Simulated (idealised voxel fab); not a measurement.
voxel capacitor over wiring: a process module
For reference, the cross-section in this document is cut, with width 260 nm and square cells of 5 nm.
Each cross-section below is a grid of square cells, stated as bands in top-down order, with one or more rows of cells making up each band.
Heights first: top, then bottom, in nm. Then materials, left to right, each with a width in nm. "throughout" on a single material: fills the band edge to edge. "empty": empty space.
Beneath 0, the wafer as received is one material, and that level is where height counting begins. The lowest band goes on downward without a bottom; it is written like "0..down".
When a width is written as two numbers, as in "30..40", the first number is the width in the top row of cells of the band and the second is the width in its bottom row, and the width changes by the same amount from each row to the next.
Take "no change" at face value: in the step it is given for, the cross-section changed in none of its cells.
In the "Sealed internal voids" entry, you get each enclosed empty space of 8 cells or more, one with no open way to the top, written width x height at distance, distance from the left edge, in nm.
It should be noted that, on the line of a given step, the content following the step's settings is a remark produced by the simulator itself with respect to that step.
"overlay nm" on a masked step: distance the mask lay right of its planned place, negative for left.
Listed below are the process steps as planned:
1: RECEIVE (material Si)
2: CONFORMAL_DEP (material SiO2; thk nm 10)
3: CONFORMAL_DEP (material SiN; thk nm 5)
4: DIRECTIONAL_DEP (material SiO2; thk nm 20)
5: MASKED_ETCH (tone open; mask id METAL_1; width nm 25; pitch nm 75; etch materials SiO2; depth nm 20; overlay nm 0)
6: MASKED_ETCH (tone open; mask id METAL_1; width nm 25; pitch nm 75; etch materials SiN; depth nm 5; overlay nm 0)
7: CONFORMAL_DEP (material TiN; thk nm 5)
8: FILL_DEP (material Cu; thk nm 5)
9: CMP (height nm 35)
10: CONFORMAL_DEP (material SiCN; thk nm 5)
11: DIRECTIONAL_DEP (material SiO2; thk nm 20)
12: DIRECTIONAL_DEP (material aC; thk nm 10)
13: PATTERN (tone open; mask id PLUG_1; material resist; width nm 15; thk nm 25; overlay nm 0)
14: DIRECTIONAL_ETCH (etch materials aC; depth nm 10)
15: STRIP (etch materials resist)
16: DIRECTIONAL_ETCH (etch materials SiO2; depth nm 20)
17: DIRECTIONAL_ETCH (etch materials SiCN; depth nm 5)
18: STRIP (etch materials aC)
19: EPI (material Ru; thk nm 10)
20: EPI (material Ru; thk nm 10)
21: EPI (material Ru; thk nm 5)
22: DIRECTIONAL_DEP (material TiN; thk nm 5)
23: DIRECTIONAL_DEP (material HfO2; thk nm 5)
24: DIRECTIONAL_DEP (material TiN; thk nm 5)
25: PATTERN (tone cover; mask id UPPER_PLATE; material resist; width nm 55; thk nm 20; overlay nm 0)
26: DIRECTIONAL_ETCH (etch materials TiN; depth nm 5)
27: DIRECTIONAL_ETCH (etch materials HfO2; depth nm 5)
28: STRIP (etch materials resist)
29: PATTERN (tone cover; mask id LOWER_PLATE; material resist; width nm 65; thk nm 20; overlay nm 0)
30: DIRECTIONAL_ETCH (etch materials TiN; depth nm 5)
31: STRIP (etch materials resist)
32: FILL_DEP (material SiO2; thk nm 20)
33: CMP (height nm 90)
34: DIRECTIONAL_DEP (material aC; thk nm 15)
35: PATTERN (tone open; mask id PLUG_2; material resist; width nm 15; thk nm 35; overlay nm 0)
36: DIRECTIONAL_ETCH (etch materials aC; depth nm 15)
37: STRIP (etch materials resist)
38: DIRECTIONAL_ETCH (etch materials SiO2; depth nm 15)
39: STRIP (etch materials aC)
40: CONFORMAL_DEP (material TiN; thk nm 5)
41: FILL_DEP (material Ru; thk nm 5)
42: CMP (height nm 90)
43: CONFORMAL_DEP (material SiCN; thk nm 5)
The cross-section here shows the wafer as received, i.e. in its state after step 1:
    0..down: Si throughout
    Sealed internal voids: none
End-of-module XS, first of two wafers, run as planned:
    95..90: SiCN throughout
    90..80: 100 of SiO2, then 5 of TiN, then 5 of Ru, then 5 of TiN, then 145 of SiO2
    80..70: 100..90 of SiO2, then 15..55 of TiN, then 145..115 of SiO2
    70..65: 90 of SiO2, then 55 of HfO2, then 115 of SiO2
    65..60: 85 of SiO2, then 65 of TiN, then 110 of SiO2
    60..40: 90 of SiO2, then 15 of Ru, then 155 of SiO2
    40..35: 90 of SiCN, then 15 of Ru, then 155 of SiCN
    35..15: 80 of SiO2, then 5 of TiN, then 15 of Cu, then 5 of TiN, then 50 of SiO2, then 5 of TiN, then 15 of Cu, then 5 of TiN, then 80 of SiO2
    15..10: 80 of SiN, then 25 of TiN, then 50 of SiN, then 25 of TiN, then 80 of SiN
    10..0: SiO2 throughout
    0..down: Si throughout
    Sealed internal voids: none
Wafer two, end of module, cross-section. Same start, same plan as wafer one. One mistake in the run:
    95..90: SiCN throughout
    90..80: 100..90 of SiO2, then 15..25 of TiN, then 145 of SiO2
    80..75: 90 of SiO2, then 25 of HfO2, then 145 of SiO2
    75..70: 85 of SiO2, then 60 of TiN, then 115 of SiO2
    70..65: 80 of SiO2, then 35 of Ru, then 30 of HfO2, then 115 of SiO2
    65..60: 80 of SiO2, then 35 of Ru, then 35 of TiN, then 110 of SiO2
    60..40: 90 of SiO2, then 15 of Ru, then 155 of SiO2
    40..35: 90 of SiCN, then 15 of Ru, then 155 of SiCN
    35..15: 80 of SiO2, then 5 of TiN, then 15 of Cu, then 5 of TiN, then 50 of SiO2, then 5 of TiN, then 15 of Cu, then 5 of TiN, then 80 of SiO2
    15..10: 80 of SiN, then 25 of TiN, then 50 of SiN, then 25 of TiN, then 80 of SiN
    10..0: SiO2 throughout
    0..down: Si throughout
    Sealed internal voids: none
Diagnosis: a duplicate execution occurred for one of the equivalent steps 19 and 20, which one being indeterminable
Looking at both finished wafers in cells, the second ends up ahead of or behind the first on some materials: 12 more of Ru; 8 fewer of SiO2; 4 fewer of TiN
